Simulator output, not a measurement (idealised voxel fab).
Module name: voxel transistor to metal (process module)
This is section cut - it's 195 nm across, gridded in 5 nm square cells.
Reading order for cross-sections: top band down to bottom band. Underlying form: a grid of square cells. Band size: one or more rows of cells. A band entry consists of two parts. The first gives the height of the band's top and the height of its bottom, in nm. The rest lists the band's materials from left to right, each with its width in nm. A single material labelled with the word "all across" fills the band from edge to edge, and the word "empty" marks empty space. Counting heights begins at 0, where everything beneath is, in the wafer as received, one material. The lowest band has no bottom; it goes on downwards, as "0..down" shows. A width such as "30..40" changes by the same amount from each row of cells to the next, from the band's top row to its bottom row. "nothing different" -> step changed no cross-section cell. Entry "Fully closed voids". Content: empty spaces with no open connection to the top, size 8 cells or greater. Each: width x height at distance. Distance: from left edge. Unit: nm. Whatever follows a step's settings on its line is a remark the simulator itself makes about that step. overlay nm, on a step with a mask: how far to the right of its planned place the mask lay; to the left if negative.

Process steps - plan:
1 RECEIVE,material Si
2 OXIDIZE,depth nm 5
3 CONFORMAL_DEP,material SiN,thk nm 15
4 MASKED_ETCH,tone cover,mask id ACTIVE,width nm 105,etch materials SiN,depth nm 15,overlay nm 0
5 MASKED_ETCH,tone cover,mask id ACTIVE,width nm 105,etch materials SiO2,depth nm 5,overlay nm 0
6 MASKED_ETCH,tone cover,mask id ACTIVE,width nm 105,etch materials Si,depth nm 25,overlay nm 0
7 FILL_DEP,material SiO2,thk nm 15
8 CMP,height nm 15
9 SELECTIVE_ETCH,etch materials SiO2,depth nm 5
10 STRIP,etch materials SiN
11 SELECTIVE_ETCH,etch materials SiO2,depth nm 5
12 OXIDIZE,depth nm 5
13 DIRECTIONAL_DEP,material polySi,thk nm 25
14 DIRECTIONAL_DEP,material SiCN,thk nm 10
15 MASKED_ETCH,tone cover,mask id GATE,width nm 15,etch materials SiCN,depth nm 20,overlay nm 0
16 MASKED_ETCH,tone cover,mask id GATE,width nm 15,etch materials polySi,depth nm 35,overlay nm 0
17 CONFORMAL_DEP,material SiO2,thk nm 5
18 DIRECTIONAL_ETCH,etch materials SiO2,depth nm 5
19 CONFORMAL_DEP,material SiN,thk nm 5
20 DIRECTIONAL_ETCH,etch materials SiN,depth nm 5
21 DIRECTIONAL_ETCH,etch materials SiO2,depth nm 5
22 DIRECTIONAL_ETCH,etch materials Si,depth nm 5
23 EPI,material SiGe,thk nm 10
24 FILL_DEP,material SiO2,thk nm 5
25 CMP,height nm 30
26 DIRECTIONAL_DEP,material SiO2,thk nm 10
27 DIRECTIONAL_DEP,material aC,thk nm 15
28 PATTERN,tone open,mask id CONTACT,material resist,width nm 35,pitch nm 60,thk nm 35,overlay nm 0
29 DIRECTIONAL_ETCH,etch materials aC,depth nm 15
30 STRIP,etch materials resist
31 DIRECTIONAL_ETCH,etch materials SiO2,depth nm 45
32 STRIP,etch materials aC
33 CONFORMAL_DEP,material TiN,thk nm 5
34 FILL_DEP,material Ru,thk nm 10
35 CMP,height nm 40
36 CONFORMAL_DEP,material SiN,thk nm 5
37 DIRECTIONAL_DEP,material lowk,thk nm 25
38 MASKED_ETCH,tone open,mask id METAL_1,width nm 20,pitch nm 75,etch materials lowk,depth nm 25,overlay nm 0
39 MASKED_ETCH,tone open,mask id METAL_1,width nm 20,pitch nm 75,etch materials SiN,depth nm 5,overlay nm 0
40 CONFORMAL_DEP,material TiN,thk nm 5
41 FILL_DEP,material W,thk nm 10
42 CMP,height nm 70
43 CONFORMAL_DEP,material SiCN,thk nm 5

The cross-section here shows the wafer as received, i.e. in its state after step 1:
	0..down: Si all across
	Fully closed voids: none

First of two wafers, end-of-module section, run followed plan:
	75..70: SiCN all across
	70..45: lowk 50, TiN 5, W 10, TiN 5, lowk 55, TiN 5, W 10, TiN 5, lowk 50
	45..40: SiN 50, TiN 20, SiN 55, TiN 20, SiN 50
	40..30: SiO2 50, TiN 5, Ru 25..20, TiN 5..10, SiO2 25, TiN 5..10, Ru 25..20, TiN 5, SiO2 50
	30..20: SiO2 50, TiN 5, Ru 20, TiN 5, SiN 5, SiO2 5, SiCN 15, SiO2 5, SiN 5, TiN 5, Ru 20, TiN 5, SiO2 50
	20..5: SiO2 50, TiN 5, Ru 20, TiN 5, SiN 5, SiO2 5, polySi 15, SiO2 5, SiN 5, TiN 5, Ru 20, TiN 5, SiO2 50
	5..0: SiO2 45, SiN 5, TiN 30, SiN 5, SiO2 5, polySi 15, SiO2 5, SiN 5, TiN 30, SiN 5, SiO2 45
	0..-5: SiO2 45, SiN 5, SiGe 10, TiN 10, SiGe 10, SiN 5, SiO2 5, polySi 15, SiO2 5, SiN 5, SiGe 10, TiN 10, SiGe 10, SiN 5, SiO2 45
	-5..-10: SiO2 50, SiGe 30, SiO2 35, SiGe 30, SiO2 50
	-10..-15: SiO2 45, Si 5, SiGe 30, Si 35, SiGe 30, Si 5, SiO2 45
	-15..-30: SiO2 45, Si 105, SiO2 45
	-30..down: Si all across
	Fully closed voids: none

Wafer two, sectioned after the module: the first wafer's start, the first wafer's plan, and one mistake in how it was run:
	75..70: SiCN all across
	70..45: lowk 50, TiN 5, W 10, TiN 5, lowk 55, TiN 5, W 10, TiN 5, lowk 50
	45..40: SiN 50, TiN 20, SiN 55, TiN 20, SiN 50
	40..30: SiO2 50, TiN 5, Ru 25, TiN 5, SiO2 25, TiN 5, Ru 25, TiN 5, SiO2 50
	30..20: SiO2 50, TiN 5, Ru 25, TiN 5, SiO2 5, SiCN 15, SiO2 5, TiN 5, Ru 25, TiN 5, SiO2 50
	20..5: SiO2 50, TiN 5, Ru 25, TiN 5, SiO2 5, polySi 15, SiO2 5, TiN 5, Ru 25, TiN 5, SiO2 50
	5..0: SiO2 50, TiN 5, Ru 15, TiN 15, SiO2 5, polySi 15, SiO2 5, TiN 15, Ru 15, TiN 5, SiO2 50
	0..-5: SiO2 50, TiN 25, SiGe 10, SiO2 5, polySi 15, SiO2 5, SiGe 10, TiN 25, SiO2 50
	-5..-10: SiO2 45, SiGe 40, SiO2 25, SiGe 40, SiO2 45
	-10..-15: SiO2 45, SiGe 40, Si 25, SiGe 40, SiO2 45
	-15..-30: SiO2 45, Si 105, SiO2 45
	-30..down: Si all across
	Fully closed voids: none
In executing the process, a mistake was made relative to the plan: plan step 19 was not performed, having been skipped
Per the end-of-run cell counts, the second wafer holds more or fewer of some materials than the first: 18 more of Ru; 4 fewer of Si; 4 more of SiGe; 18 fewer of SiN
